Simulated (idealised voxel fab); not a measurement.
The following is a process module called voxel self aligned vias.
This is section cut - it's 225 nm across, gridded in 5 nm square cells.
Bands, listed from the top down, are how a cross-section gets written in this document; the cross-section itself is a grid of square cells, and a band is one or more rows of them. Basically the band line says how high the top is and how high the bottom is, in nm, and then what's in it from left to right, every material with its width in nm. Empty space shows up as "air", and if a single material carries "all across" it runs the full band edge to edge. A quick word on heights: they are counted from 0, and under that level the wafer as it came to us is one material throughout. The lowest band is different from the rest in having no bottom; it simply continues downward, written as in "0 -> down". It should be noted that a width expressed as "30->40" varies in equal increments from row to row of cells within the band, taking the value of the first number at the top row and that of the second number at the bottom row. Where a step carries "nothing changed", the cross-section came out of it unchanged, cell for cell. In "closed voids" the enclosed voids are listed, meaning empty spaces of 8 cells or larger without any opening to the top. The form is width x height at distance, distance from the left edge, units nm. Text after the settings on a step's line: the simulator's own remark on that step. "overlay nm" on a masked step: distance the mask lay right of its planned place, negative for left.

Steps planned for the process:
step 1: RECEIVE with material Si
step 2: CONFORMAL_DEP with material SiO2, thk nm 15
step 3: CONFORMAL_DEP with material SiCN, thk nm 5
step 4: DIRECTIONAL_DEP with material lowk, thk nm 25
step 5: DIRECTIONAL_DEP with material aC, thk nm 10
step 6: PATTERN with tone open, mask id LINES, material resist, width nm 20, pitch nm 65, thk nm 25, overlay nm 0
step 7: DIRECTIONAL_ETCH with etch materials aC, depth nm 10
step 8: STRIP with etch materials resist
step 9: DIRECTIONAL_ETCH with etch materials lowk, depth nm 25
step 10: STRIP with etch materials aC
step 11: CONFORMAL_DEP with material TiN, thk nm 5
step 12: FILL_DEP with material Ru, thk nm 10
step 13: CMP with height nm 45
step 14: SELECTIVE_ETCH with etch materials W Ru TiN, depth nm 5
step 15: FILL_DEP with material SiN, thk nm 10
step 16: CMP with height nm 45
step 17: DIRECTIONAL_DEP with material lowk, thk nm 15
step 18: DIRECTIONAL_DEP with material aC, thk nm 15
step 19: PATTERN with tone open, mask id VIAS, material resist, width nm 40, pitch nm 130, thk nm 30, overlay nm 0
step 20: DIRECTIONAL_ETCH with etch materials aC, depth nm 15
step 21: STRIP with etch materials resist
step 22: DIRECTIONAL_ETCH with etch materials lowk, depth nm 15
step 23: DIRECTIONAL_ETCH with etch materials SiN, depth nm 5
step 24: STRIP with etch materials aC
step 25: CONFORMAL_DEP with material TiN, thk nm 5
step 26: FILL_DEP with material Cu, thk nm 5
step 27: CMP with height nm 60
step 28: CONFORMAL_DEP with material SiN, thk nm 5

Cross-section: wafer on arrival = after step 1:
  0 -> down  Si all across
  closed voids: none

Starting wafer: above. Plan: above. Run: one mistake. Cross-section after the module: below:
  65 -> 60  SiN all across
  60 -> 50  30 lowk, then 5 TiN, then 20 Cu, then 5 TiN, then 100 lowk, then 5 TiN, then 20 Cu, then 5 TiN, then 35 lowk
  50 -> 45  30 lowk, then 10 TiN, then 10 Cu, then 10 TiN, then 100 lowk, then 10 TiN, then 10 Cu, then 10 TiN, then 35 lowk
  45 -> 40  35 lowk, then 20 TiN, then 45 lowk, then 20 SiN, then 45 lowk, then 20 TiN, then 40 lowk
  40 -> 25  35 lowk, then 5 TiN, then 10 Ru, then 5 TiN, then 45 lowk, then 5 TiN, then 10 Ru, then 5 TiN, then 45 lowk, then 5 TiN, then 10 Ru, then 5 TiN, then 40 lowk
  25 -> 20  35 lowk, then 20 TiN, then 45 lowk, then 20 TiN, then 45 lowk, then 20 TiN, then 40 lowk
  20 -> 15  SiCN all across
  15 -> 0  SiO2 all across
  0 -> down  Si all across
  closed voids: none
Short version of what went wrong: step 19 off recipe, ran as PATTERN with tone open, mask id VIAS, material resist, width nm 30, pitch nm 130, thk nm 30, overlay nm 0
